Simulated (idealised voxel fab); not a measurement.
A process module follows: voxel self aligned contacts.
Each square cell in cross-section cut measures 5 nm, and the section as a whole is 290 nm wide.
A cross-section is written here as square cells arranged in a grid, and it is given in bands from the top down, each band taking up one or more rows of cells.
A band entry consists of two parts. The first gives the height of the band's top and the height of its bottom, in nm. The rest lists the band's materials from left to right, each with its width in nm. A single material labelled with the word "all across" fills the band from edge to edge, and the word "blank" marks empty space.
Note: height 0 marks the level under which the wafer is uniformly one material as received. Lowest band unbounded below, written "0 -> down".
Width spec "30 to 40" -> top row of cells at first value, bottom row at second value, equal per-row change in between.
Given "nothing changed" for a step, no cell of the cross-section differs between before and after that step.
"Enclosed cavities" lists enclosed empty spaces (at least 8 cells, no open path upward to the top), each as width x height at distance from the left edge, in nm.
Text after the settings on a step's line: the simulator's own remark on that step.
A step line may carry the setting "overlay nm", which, for steps involving a mask, states the distance by which the mask lay to the right of its intended position; negative values denote displacement to the left.
PROCESS STEPS (PLANNED)
1,RECEIVE (material Si)
2,CONFORMAL_DEP (material SiO2; thk nm 5)
3,DIRECTIONAL_DEP (material polySi; thk nm 30)
4,DIRECTIONAL_DEP (material SiN; thk nm 20)
5,MASKED_ETCH (tone cover; mask id GATE; width nm 25; pitch nm 60; etch materials SiN; depth nm 10; overlay nm 0)
6,MASKED_ETCH (tone cover; mask id GATE; width nm 25; pitch nm 60; etch materials polySi; depth nm 30; overlay nm 0)
7,CONFORMAL_DEP (material SiN; thk nm 10)
8,DIRECTIONAL_ETCH (etch materials SiN; depth nm 10)
9,FILL_DEP (material SiO2; thk nm 10)
10,CMP (height nm 60)
11,DIRECTIONAL_DEP (material aC; thk nm 15)
12,PATTERN (tone open; mask id CONTACT; material resist; width nm 45; thk nm 35; overlay nm 0)
13,DIRECTIONAL_ETCH (etch materials aC; depth nm 15)
14,STRIP (etch materials resist)
15,DIRECTIONAL_ETCH (etch materials SiO2; depth nm 60)
16,STRIP (etch materials aC)
17,CONFORMAL_DEP (material TiN; thk nm 5)
18,FILL_DEP (material W; thk nm 5)
19,CMP (height nm 60)
20,CONFORMAL_DEP (material SiN; thk nm 5)
All wafers enter the flow in the same state. The depth nm at step 5 differs from wafer to wafer, and the plan gives the value for the first wafer.
FIRST OF SEVERAL WAFERS, RECEIVED AFTER STEP 1, IN CROSS-SECTION
0 -> down: Si all across
Enclosed cavities: none
THE CROSS-SECTION OF THE FIRST OF SEVERAL WAFERS IS GIVEN BELOW FOR THE END OF THE MODULE, AFTER ITS FINAL STEP, STEP 20
65 -> 60: SiN all across
60 -> 55: SiO2 120, TiN 20, W 5, TiN 20, SiO2 125
55 -> 50: SiO2 90, SiN 45, TiN 5, W 5, TiN 5, SiN 45, SiO2 95
50 -> 45: SiO2 90, SiN 45, TiN 15, SiN 45, SiO2 95
45 -> 35: SiN all across
35 -> 5: polySi all across
5 -> 0: SiO2 all across
0 -> down: Si all across
Enclosed cavities: none
LAST WAFER, END OF MODULE, CROSS-SECTION
65 -> 60: SiN all across
60 -> 55: SiO2 120, TiN 20, W 5, TiN 20, SiO2 125
55 -> 35: SiO2 90, SiN 45, TiN 5, W 5, TiN 5, SiN 45, SiO2 95
35 -> 5: SiO2 90, SiN 10, polySi 25, SiN 10, TiN 5, W 5, TiN 5, SiN 10, polySi 25, SiN 10, SiO2 95
5 -> 0: SiO2 135, TiN 15, SiO2 140
0 -> down: Si all across
Enclosed cavities: none
EVERY ROW IN THIS TABLE IS A WAFER AT THE END OF THE MODULE, AND IT GIVES, FOR EACH OF THE MATERIALS, THE CELLS THAT WAFER HAS GAINED (+) OR LOST (-) SINCE IT WAS RECEIVED, THEN ITS CLOSED VOIDS
depth nm 10; +210 SiN; +181 SiO2; +13 TiN; +2 W; +348 polySi; Enclosed cavities: none
depth nm 15; +170 SiN; +218 SiO2; +15 TiN; +3 W; +348 polySi; Enclosed cavities: none
depth nm 20; +178 SiN; +474 SiO2; +31 TiN; +11 W; +60 polySi; Enclosed cavities: none
depth nm 25; +178 SiN; +474 SiO2; +31 TiN; +11 W; +60 polySi; Enclosed cavities: none
depth nm 30; +178 SiN; +474 SiO2; +31 TiN; +11 W; +60 polySi; Enclosed cavities: none
depth nm 35; +178 SiN; +474 SiO2; +31 TiN; +11 W; +60 polySi; Enclosed cavities: none
